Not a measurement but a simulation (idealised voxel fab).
The name of this process module is voxel transistor to metal.
Section cut is 300 nm wide and gridded with 5 nm square cells.
For the purposes of this document, a cross-section shall be understood as a grid of square cells, specified as bands listed in top-to-bottom order, each band consisting of one or more rows of cells. In this notation a band is specified by the heights of its top and bottom, in that order and in nm, after which its materials appear from left to right, each paired with its width in nm. The word "all across" attached to a single material means that material fills the band from edge to edge; the word "blank" stands for empty space. Convention: height 0 is the level below which the wafer, as received, is all one material. The lowest band does not terminate at the bottom but continues downward, represented as "0 and below". Top row gets the first number, bottom row gets the second, and each row in between changes by the same step: that is how a band width like "30..40" works. A step reported as "everything unchanged" is a step in which no cell of the cross-section changed. Reported under the label "Voids, fully enclosed" are the empty spaces having no open way to the top and comprising 8 cells or more; the notation for each is width x height at distance, in which the distance is measured from the left edge and all three values are in nm. That trailing text on a step's line, after the settings, is the simulator's own remark on the step. The "overlay nm" setting may appear on a step's line; for a step that uses a mask, it gives how far to the right of its planned position the mask lay, and a negative value indicates the left.

**The steps planned for the process are as follows**
1,RECEIVE with material Si
2,OXIDIZE with depth nm 5
3,CONFORMAL_DEP with material SiN, thk nm 10
4,MASKED_ETCH with tone cover, mask id ACTIVE, width nm 110, pitch nm 140, etch materials SiN, depth nm 10, overlay nm 0
5,MASKED_ETCH with tone cover, mask id ACTIVE, width nm 110, pitch nm 140, etch materials SiO2, depth nm 5, overlay nm 0
6,MASKED_ETCH with tone cover, mask id ACTIVE, width nm 110, pitch nm 140, etch materials Si, depth nm 35, overlay nm 0
7,FILL_DEP with material SiO2, thk nm 15
8,CMP with height nm 10
9,SELECTIVE_ETCH with etch materials SiO2, depth nm 10
10,STRIP with etch materials SiN
11,SELECTIVE_ETCH with etch materials SiO2, depth nm 5
12,OXIDIZE with depth nm 5
13,DIRECTIONAL_DEP with material polySi, thk nm 30
14,DIRECTIONAL_DEP with material SiCN, thk nm 15
15,PATTERN with tone cover, mask id GATE, material resist, width nm 20, pitch nm 140, thk nm 15, overlay nm 0
16,DIRECTIONAL_ETCH with etch materials SiCN, depth nm 25
17,DIRECTIONAL_ETCH with etch materials polySi, depth nm 40
18,STRIP with etch materials resist
19,CONFORMAL_DEP with material SiO2, thk nm 5
20,DIRECTIONAL_ETCH with etch materials SiO2, depth nm 5
21,CONFORMAL_DEP with material SiN, thk nm 5
22,DIRECTIONAL_ETCH with etch materials SiN, depth nm 5
23,DIRECTIONAL_ETCH with etch materials SiO2, depth nm 5
24,DIRECTIONAL_ETCH with etch materials Si, depth nm 15
25,EPI with material pSi, thk nm 15
26,FILL_DEP with material SiO2, thk nm 5
27,CMP with height nm 40
28,DIRECTIONAL_DEP with material SiO2, thk nm 10
29,MASKED_ETCH with tone open, mask id CONTACT, width nm 20, pitch nm 70, etch materials SiO2, depth nm 60, overlay nm 0
30,CONFORMAL_DEP with material TiN, thk nm 5
31,FILL_DEP with material W, thk nm 5
32,CMP with height nm 50
33,CONFORMAL_DEP with material SiCN, thk nm 5
34,DIRECTIONAL_DEP with material SiO2, thk nm 25
35,MASKED_ETCH with tone open, mask id METAL_1, width nm 20, pitch nm 70, etch materials SiO2, depth nm 25, overlay nm 0
36,MASKED_ETCH with tone open, mask id METAL_1, width nm 20, pitch nm 70, etch materials SiCN, depth nm 5, overlay nm 0
37,CONFORMAL_DEP with material TiN, thk nm 5
38,FILL_DEP with material Cu, thk nm 10
39,CMP with height nm 80
40,EPI with material Ru, thk nm 5
41,FILL_DEP with material SiCN, thk nm 5

**Incoming wafer in cross-section (state: after step 1)**
> 0 and below | Si all across
> Voids, fully enclosed: none

**Final wafer profile in cross-section after the module, from the same start and plan as above, with one mistake made during processing**
> 90 down to 85 | SiCN all across
> 85 down to 80 | SiCN: 30, Ru: 30, SiCN: 40, Ru: 30, SiCN: 40, Ru: 30, SiCN: 40, Ru: 30, SiCN: 30
> 80 down to 75 | SiCN: 35, TiN: 20, SiCN: 50, TiN: 20, SiCN: 50, TiN: 20, SiCN: 50, TiN: 20, SiCN: 35
> 75 down to 50 | SiO2 all across
> 50 down to 40 | SiO2: 35, TiN: 5, W: 10, TiN: 5, SiO2: 50, TiN: 5, W: 10, TiN: 5, SiO2: 50, TiN: 5, W: 10, TiN: 5, SiO2: 50, TiN: 5, W: 10, TiN: 5, SiO2: 35
> 40 down to 25 | SiO2: 35, TiN: 5, W: 10, TiN: 5, SiO2: 5, SiN: 5, SiO2: 5, SiCN: 20, SiO2: 5, SiN: 5, SiO2: 5, TiN: 5, W: 10, TiN: 5, SiO2: 50, TiN: 5, W: 10, TiN: 5, SiO2: 5, SiN: 5, SiO2: 5, SiCN: 20, SiO2: 5, SiN: 5, SiO2: 5, TiN: 5, W: 10, TiN: 5, SiO2: 35
> 25 down to 10 | SiO2: 35, TiN: 5, W: 10, TiN: 5, SiO2: 5, SiN: 5, SiO2: 5, polySi: 20, SiO2: 5, SiN: 5, SiO2: 5, TiN: 5, W: 10, TiN: 5, SiO2: 50, TiN: 5, W: 10, TiN: 5, SiO2: 5, SiN: 5, SiO2: 5, polySi: 20, SiO2: 5, SiN: 5, SiO2: 5, TiN: 5, W: 10, TiN: 5, SiO2: 35
> 10 down to 5 | SiO2: 35, TiN: 20, SiO2: 5, SiN: 5, SiO2: 5, polySi: 20, SiO2: 5, SiN: 5, SiO2: 5, TiN: 20, SiO2: 50, TiN: 20, SiO2: 5, SiN: 5, SiO2: 5, polySi: 20, SiO2: 5, SiN: 5, SiO2: 5, TiN: 20, SiO2: 35
> 5 down to -5 | SiO2: 35, TiN: 10, pSi: 15, SiN: 5, SiO2: 5, polySi: 20, SiO2: 5, SiN: 5, pSi: 15, TiN: 10, SiO2: 50, TiN: 10, pSi: 15, SiN: 5, SiO2: 5, polySi: 20, SiO2: 5, SiN: 5, pSi: 15, TiN: 10, SiO2: 35
> -5 down to -10 | SiO2: 35, TiN: 10, pSi: 15, SiO2: 40, pSi: 15, TiN: 10, SiO2: 50, TiN: 10, pSi: 15, SiO2: 40, pSi: 15, TiN: 10, SiO2: 35
> -10 down to -25 | SiO2: 25, pSi: 35, Si: 40, pSi: 35, SiO2: 30, pSi: 35, Si: 40, pSi: 35, SiO2: 25
> -25 down to -40 | SiO2: 25, Si: 110, SiO2: 30, Si: 110, SiO2: 25
> -40 and below | Si all across
> Voids, fully enclosed: none
Here's what went sideways: steps 33 and 34: order swapped relative to plan
